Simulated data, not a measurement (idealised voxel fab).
process module | voxel self aligned contacts
cross-section cut | 200 nm wide | cells 5 nm
A cross-section is a grid of square cells, given in bands from the top down. A band is one or more rows of cells.
Each band's line starts with the height of the band's top and of its bottom, in nm. Then come its materials from left to right, each with its width in nm. One material with "throughout" fills the band from edge to edge. "air" is empty space.
Height 0 is the level under which the wafer as received is all one material. The lowest band goes on downwards, as in "0 down".
A width such as "30 to 40" changes by the same amount from each row of cells to the next, from the band's top row to its bottom row.
"no change" after a step means that no cell of the cross-section changed.
closed voids: empty space of 8 cells or more with no open way to the top, each as width x height at its distance from the left edge, in nm
after a step's settings: what the simulator itself notes on the step
overlay nm, on a step with a mask: how far to the right of its planned place the mask lay; to the left if negative
plan
1 op RECEIVE | material Si
2 op OXIDIZE | depth nm 5
3 op DIRECTIONAL_DEP | material polySi | thk nm 25
4 op DIRECTIONAL_DEP | material SiN | thk nm 20
5 op MASKED_ETCH | tone cover | mask id GATE | width nm 25 | pitch nm 70 | etch materials SiN | depth nm 20 | overlay nm 0
6 op MASKED_ETCH | tone cover | mask id GATE | width nm 25 | pitch nm 70 | etch materials polySi | depth nm 25 | overlay nm 0
7 op CONFORMAL_DEP | material SiN | thk nm 10
8 op DIRECTIONAL_ETCH | etch materials SiN | depth nm 10
9 op FILL_DEP | material SiO2 | thk nm 15
10 op CMP | height nm 55
11 op DIRECTIONAL_DEP | material aC | thk nm 10
12 op PATTERN | tone open | mask id CONTACT | material resist | width nm 55 | pitch nm 70 | thk nm 25 | overlay nm 0
13 op DIRECTIONAL_ETCH | etch materials aC | depth nm 10
14 op STRIP | etch materials resist
15 op DIRECTIONAL_ETCH | etch materials SiO2 | depth nm 60
16 op STRIP | etch materials aC
17 op CONFORMAL_DEP | material TiN | thk nm 5
18 op FILL_DEP | material W | thk nm 5
19 op CMP | height nm 55
20 op CONFORMAL_DEP | material SiCN | thk nm 5
first wafer, as planned
as received, after step 1
  0 down: Si throughout
  closed voids: none
after step 2
  0 to -5: SiO2 throughout
  below -5: unchanged
after step 3
  25 to 0: polySi throughout
  below 0: unchanged
after step 4
  45 to 25: SiN throughout
  below 25: unchanged
after step 5
  45 to 25: air 15 | SiN 25 | air 45 | SiN 25 | air 45 | SiN 25 | air 20
  below 25: unchanged
after step 6
  45 to 25: air 15 | SiN 25 | air 45 | SiN 25 | air 45 | SiN 25 | air 20
  25 to 0: air 15 | polySi 25 | air 45 | polySi 25 | air 45 | polySi 25 | air 20
  below 0: unchanged
after step 7
  55 to 25: air 5 | SiN 45 | air 25 | SiN 45 | air 25 | SiN 45 | air 10
  25 to 10: air 5 | SiN 10 | polySi 25 | SiN 10 | air 25 | SiN 10 | polySi 25 | SiN 10 | air 25 | SiN 10 | polySi 25 | SiN 10 | air 10
  10 to 0: SiN 15 | polySi 25 | SiN 45 | polySi 25 | SiN 45 | polySi 25 | SiN 20
  below 0: unchanged
after step 8
  45 to 25: air 5 | SiN 45 | air 25 | SiN 45 | air 25 | SiN 45 | air 10
  25 to 0: air 5 | SiN 10 | polySi 25 | SiN 10 | air 25 | SiN 10 | polySi 25 | SiN 10 | air 25 | SiN 10 | polySi 25 | SiN 10 | air 10
  below 0: unchanged
after step 9
  60 to 45: SiO2 throughout
  45 to 25: SiO2 5 | SiN 45 | SiO2 25 | SiN 45 | SiO2 25 | SiN 45 | SiO2 10
  25 to 0: SiO2 5 | SiN 10 | polySi 25 | SiN 10 | SiO2 25 | SiN 10 | polySi 25 | SiN 10 | SiO2 25 | SiN 10 | polySi 25 | SiN 10 | SiO2 10
  below 0: unchanged
after step 10
  55 to 45: SiO2 throughout
  below 45: unchanged
after step 11
  65 to 55: aC throughout
  below 55: unchanged
after step 12
  90 to 65: resist 35 | air 55 | resist 15 | air 55 | resist 40
  below 65: unchanged
after step 13
  80 to 65: resist 35 | air 55 | resist 15 | air 55 | resist 40
  65 to 55: aC 35 | air 55 | aC 15 | air 55 | aC 40
  below 55: unchanged
after step 14
  65 to 55: aC 35 | air 55 | aC 15 | air 55 | aC 40
  below 55: unchanged
after step 15
  65 to 55: aC 35 | air 55 | aC 15 | air 55 | aC 40
  55 to 45: SiO2 35 | air 55 | SiO2 15 | air 55 | SiO2 40
  45 to 25: SiO2 5 | SiN 45 | air 25 | SiN 45 | air 25 | SiN 45 | SiO2 10
  25 to 0: SiO2 5 | SiN 10 | polySi 25 | SiN 10 | air 25 | SiN 10 | polySi 25 | SiN 10 | air 25 | SiN 10 | polySi 25 | SiN 10 | SiO2 10
  0 to -5: SiO2 50 | air 25 | SiO2 45 | air 25 | SiO2 55
  below -5: unchanged
after step 16
  55 to 45: SiO2 35 | air 55 | SiO2 15 | air 55 | SiO2 40
  below 45: unchanged
after step 17
  60 to 55: TiN 40 | air 45 | TiN 25 | air 45 | TiN 45
  55 to 45: SiO2 35 | TiN 5 to 20 | air 45 to 15 | TiN 5 to 20 | SiO2 15 | TiN 5 to 20 | air 45 to 15 | TiN 5 to 20 | SiO2 40
  45 to 25: SiO2 5 | SiN 45 | TiN 5 | air 15 | TiN 5 | SiN 45 | TiN 5 | air 15 | TiN 5 | SiN 45 | SiO2 10
  25 to 0: SiO2 5 | SiN 10 | polySi 25 | SiN 10 | TiN 5 | air 15 | TiN 5 | SiN 10 | polySi 25 | SiN 10 | TiN 5 | air 15 | TiN 5 | SiN 10 | polySi 25 | SiN 10 | SiO2 10
  0 to -5: SiO2 50 | TiN 25 | SiO2 45 | TiN 25 | SiO2 55
  below -5: unchanged
after step 18
  65 to 60: W throughout
  60 to 55: TiN 40 | W 45 | TiN 25 | W 45 | TiN 45
  55 to 45: SiO2 35 | TiN 5 to 20 | W 45 to 15 | TiN 5 to 20 | SiO2 15 | TiN 5 to 20 | W 45 to 15 | TiN 5 to 20 | SiO2 40
  45 to 25: SiO2 5 | SiN 45 | TiN 5 | W 15 | TiN 5 | SiN 45 | TiN 5 | W 15 | TiN 5 | SiN 45 | SiO2 10
  25 to 0: SiO2 5 | SiN 10 | polySi 25 | SiN 10 | TiN 5 | W 15 | TiN 5 | SiN 10 | polySi 25 | SiN 10 | TiN 5 | W 15 | TiN 5 | SiN 10 | polySi 25 | SiN 10 | SiO2 10
  below 0: unchanged
after step 19
  55 to 45: SiO2 35 | TiN 5 to 20 | W 45 to 15 | TiN 5 to 20 | SiO2 15 | TiN 5 to 20 | W 45 to 15 | TiN 5 to 20 | SiO2 40
  below 45: unchanged
after step 20
  60 to 55: SiCN throughout
  below 55: unchanged
second wafer: like start, like plan, one mistake. Through step 1 it matches the first wafer
when step 2 should have ended: no change
when step 3 should have ended
  25 to 0: polySi throughout
  below 0: unchanged
when step 4 should have ended
  45 to 25: SiN throughout
  below 25: unchanged
when step 5 should have ended
  45 to 25: air 15 | SiN 25 | air 45 | SiN 25 | air 45 | SiN 25 | air 20
  below 25: unchanged
when step 6 should have ended
  45 to 25: air 15 | SiN 25 | air 45 | SiN 25 | air 45 | SiN 25 | air 20
  25 to 0: air 15 | polySi 25 | air 45 | polySi 25 | air 45 | polySi 25 | air 20
  below 0: unchanged
when step 7 should have ended
  55 to 25: air 5 | SiN 45 | air 25 | SiN 45 | air 25 | SiN 45 | air 10
  25 to 10: air 5 | SiN 10 | polySi 25 | SiN 10 | air 25 | SiN 10 | polySi 25 | SiN 10 | air 25 | SiN 10 | polySi 25 | SiN 10 | air 10
  10 to 0: SiN 15 | polySi 25 | SiN 45 | polySi 25 | SiN 45 | polySi 25 | SiN 20
  below 0: unchanged
when step 8 should have ended
  45 to 25: air 5 | SiN 45 | air 25 | SiN 45 | air 25 | SiN 45 | air 10
  25 to 0: air 5 | SiN 10 | polySi 25 | SiN 10 | air 25 | SiN 10 | polySi 25 | SiN 10 | air 25 | SiN 10 | polySi 25 | SiN 10 | air 10
  below 0: unchanged
when step 9 should have ended
  60 to 45: SiO2 throughout
  45 to 25: SiO2 5 | SiN 45 | SiO2 25 | SiN 45 | SiO2 25 | SiN 45 | SiO2 10
  25 to 0: SiO2 5 | SiN 10 | polySi 25 | SiN 10 | SiO2 25 | SiN 10 | polySi 25 | SiN 10 | SiO2 25 | SiN 10 | polySi 25 | SiN 10 | SiO2 10
  below 0: unchanged
when step 10 should have ended
  55 to 45: SiO2 throughout
  below 45: unchanged
when step 11 should have ended
  65 to 55: aC throughout
  below 55: unchanged
when step 12 should have ended
  90 to 65: resist 35 | air 55 | resist 15 | air 55 | resist 40
  below 65: unchanged
when step 13 should have ended
  80 to 65: resist 35 | air 55 | resist 15 | air 55 | resist 40
  65 to 55: aC 35 | air 55 | aC 15 | air 55 | aC 40
  below 55: unchanged
when step 14 should have ended
  65 to 55: aC 35 | air 55 | aC 15 | air 55 | aC 40
  below 55: unchanged
when step 15 should have ended
  65 to 55: aC 35 | air 55 | aC 15 | air 55 | aC 40
  55 to 45: SiO2 35 | air 55 | SiO2 15 | air 55 | SiO2 40
  45 to 25: SiO2 5 | SiN 45 | air 25 | SiN 45 | air 25 | SiN 45 | SiO2 10
  25 to 0: SiO2 5 | SiN 10 | polySi 25 | SiN 10 | air 25 | SiN 10 | polySi 25 | SiN 10 | air 25 | SiN 10 | polySi 25 | SiN 10 | SiO2 10
  below 0: unchanged
when step 16 should have ended
  55 to 45: SiO2 35 | air 55 | SiO2 15 | air 55 | SiO2 40
  below 45: unchanged
when step 17 should have ended
  60 to 55: TiN 40 | air 45 | TiN 25 | air 45 | TiN 45
  55 to 45: SiO2 35 | TiN 5 to 20 | air 45 to 15 | TiN 5 to 20 | SiO2 15 | TiN 5 to 20 | air 45 to 15 | TiN 5 to 20 | SiO2 40
  45 to 25: SiO2 5 | SiN 45 | TiN 5 | air 15 | TiN 5 | SiN 45 | TiN 5 | air 15 | TiN 5 | SiN 45 | SiO2 10
  25 to 5: SiO2 5 | SiN 10 | polySi 25 | SiN 10 | TiN 5 | air 15 | TiN 5 | SiN 10 | polySi 25 | SiN 10 | TiN 5 | air 15 | TiN 5 | SiN 10 | polySi 25 | SiN 10 | SiO2 10
  5 to 0: SiO2 5 | SiN 10 | polySi 25 | SiN 10 | TiN 25 | SiN 10 | polySi 25 | SiN 10 | TiN 25 | SiN 10 | polySi 25 | SiN 10 | SiO2 10
  below 0: unchanged
when step 18 should have ended
  65 to 60: W throughout
  60 to 55: TiN 40 | W 45 | TiN 25 | W 45 | TiN 45
  55 to 45: SiO2 35 | TiN 5 to 20 | W 45 to 15 | TiN 5 to 20 | SiO2 15 | TiN 5 to 20 | W 45 to 15 | TiN 5 to 20 | SiO2 40
  45 to 25: SiO2 5 | SiN 45 | TiN 5 | W 15 | TiN 5 | SiN 45 | TiN 5 | W 15 | TiN 5 | SiN 45 | SiO2 10
  25 to 5: SiO2 5 | SiN 10 | polySi 25 | SiN 10 | TiN 5 | W 15 | TiN 5 | SiN 10 | polySi 25 | SiN 10 | TiN 5 | W 15 | TiN 5 | SiN 10 | polySi 25 | SiN 10 | SiO2 10
  below 5: unchanged
when step 19 should have ended
  55 to 45: SiO2 35 | TiN 5 to 20 | W 45 to 15 | TiN 5 to 20 | SiO2 15 | TiN 5 to 20 | W 45 to 15 | TiN 5 to 20 | SiO2 40
  below 45: unchanged
when step 20 should have ended
  60 to 55: SiCN throughout
  below 55: unchanged
what went wrong: step 2 was left out
at the end the second wafer has, in cells: 40 more of Si | 30 fewer of SiO2 | 4 fewer of TiN | 6 fewer of W
